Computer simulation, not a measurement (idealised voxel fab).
Process module name: voxel ribs on slabs
For reference, the cross-section in this document is cut, with width 185 nm and square cells of 5 nm.
Cross-section spec: square-cell grid; bands listed top down; each band is one or more rows.
A band entry consists of two parts. The first gives the height of the band's top and the height of its bottom, in nm. The rest lists the band's materials from left to right, each with its width in nm. A single material labelled with the word "everywhere" fills the band from edge to edge, and the word "blank" marks empty space.
Height datum 0, below which the as-received substrate wafer is one material. Lowest band open at the bottom, running downward: "0..down".
The width entry "30..40" should be interpreted row by row: the top row of cells in the band takes the first number, the bottom row takes the second number, and the change between adjacent rows is uniform throughout.
Reading "no modification" for a step: not a cell of the cross-section changed in it.
In "Enclosed cavity list" the enclosed voids are listed, meaning empty spaces of 8 cells or larger without any opening to the top. The form is width x height at distance, distance from the left edge, units nm.
Heads up: the bit after the settings on a step's line is the simulator's remark on that step.
overlay nm: where the mask lay relative to plan, measured to the right, on steps with a mask; negatives go left.
**This section lists the process steps that were planned**
| 1 | RECEIVE,material Si |
| 2 | DIRECTIONAL_DEP,material SiO2,thk nm 25 |
| 3 | DIRECTIONAL_DEP,material polySi,thk nm 15 |
| 4 | PATTERN,tone cover,mask id RIB,material resist,width nm 15,thk nm 20,overlay nm 0 |
| 5 | DIRECTIONAL_ETCH,etch materials polySi,depth nm 5 |
| 6 | STRIP,etch materials resist |
| 7 | PATTERN,tone cover,mask id SLAB,material resist,width nm 55,thk nm 20,overlay nm 0 |
| 8 | DIRECTIONAL_ETCH,etch materials polySi,depth nm 10 |
| 9 | STRIP,etch materials resist |
| 10 | FILL_DEP,material SiO2,thk nm 20 |
| 11 | CMP,height nm 50 |
| 12 | DIRECTIONAL_DEP,material TiN,thk nm 5 |
| 13 | PATTERN,tone cover,mask id HEATER,material resist,width nm 15,thk nm 20,overlay nm 0 |
| 14 | DIRECTIONAL_ETCH,etch materials TiN,depth nm 5 |
| 15 | STRIP,etch materials resist |
| 16 | CONFORMAL_DEP,material SiO2,thk nm 5 |
For clarity, it should be stated that the wafers under discussion commence in an identical condition and differ with respect to the width nm of step 13, the plan indicating the value that the first wafer had.
**So this is the first of several wafers, cross-sectioned as it came to us, meaning it's at the end of step 1**
    0..down: Si everywhere
    Enclosed cavity list: none
**Here's the first of several wafers in cross-section, end of the module, after the last step, step 16**
    60..55: blank 80 nm; SiO2 25 nm; blank 80 nm
    55..50: SiO2 85 nm; TiN 15 nm; SiO2 85 nm
    50..40: SiO2 everywhere
    40..35: SiO2 85 nm; polySi 15 nm; SiO2 85 nm
    35..25: SiO2 65 nm; polySi 55 nm; SiO2 65 nm
    25..0: SiO2 everywhere
    0..down: Si everywhere
    Enclosed cavity list: none
**Cross-section at module completion, last wafer**
    60..55: blank 70 nm; SiO2 50 nm; blank 65 nm
    55..50: SiO2 75 nm; TiN 40 nm; SiO2 70 nm
    50..40: SiO2 everywhere
    40..35: SiO2 85 nm; polySi 15 nm; SiO2 85 nm
    35..25: SiO2 65 nm; polySi 55 nm; SiO2 65 nm
    25..0: SiO2 everywhere
    0..down: Si everywhere
    Enclosed cavity list: none
**each wafer at the end: cells of each material gained (+) or lost (-) since it was received, then its closed voids**
width nm 15, +384 SiO2, +3 TiN, +25 polySi, Enclosed cavity list: none
width nm 20, +384 SiO2, +4 TiN, +25 polySi, Enclosed cavity list: none
width nm 25, +384 SiO2, +5 TiN, +25 polySi, Enclosed cavity list: none
width nm 30, +384 SiO2, +6 TiN, +25 polySi, Enclosed cavity list: none
width nm 35, +384 SiO2, +7 TiN, +25 polySi, Enclosed cavity list: none
width nm 40, +384 SiO2, +8 TiN, +25 polySi, Enclosed cavity list: none
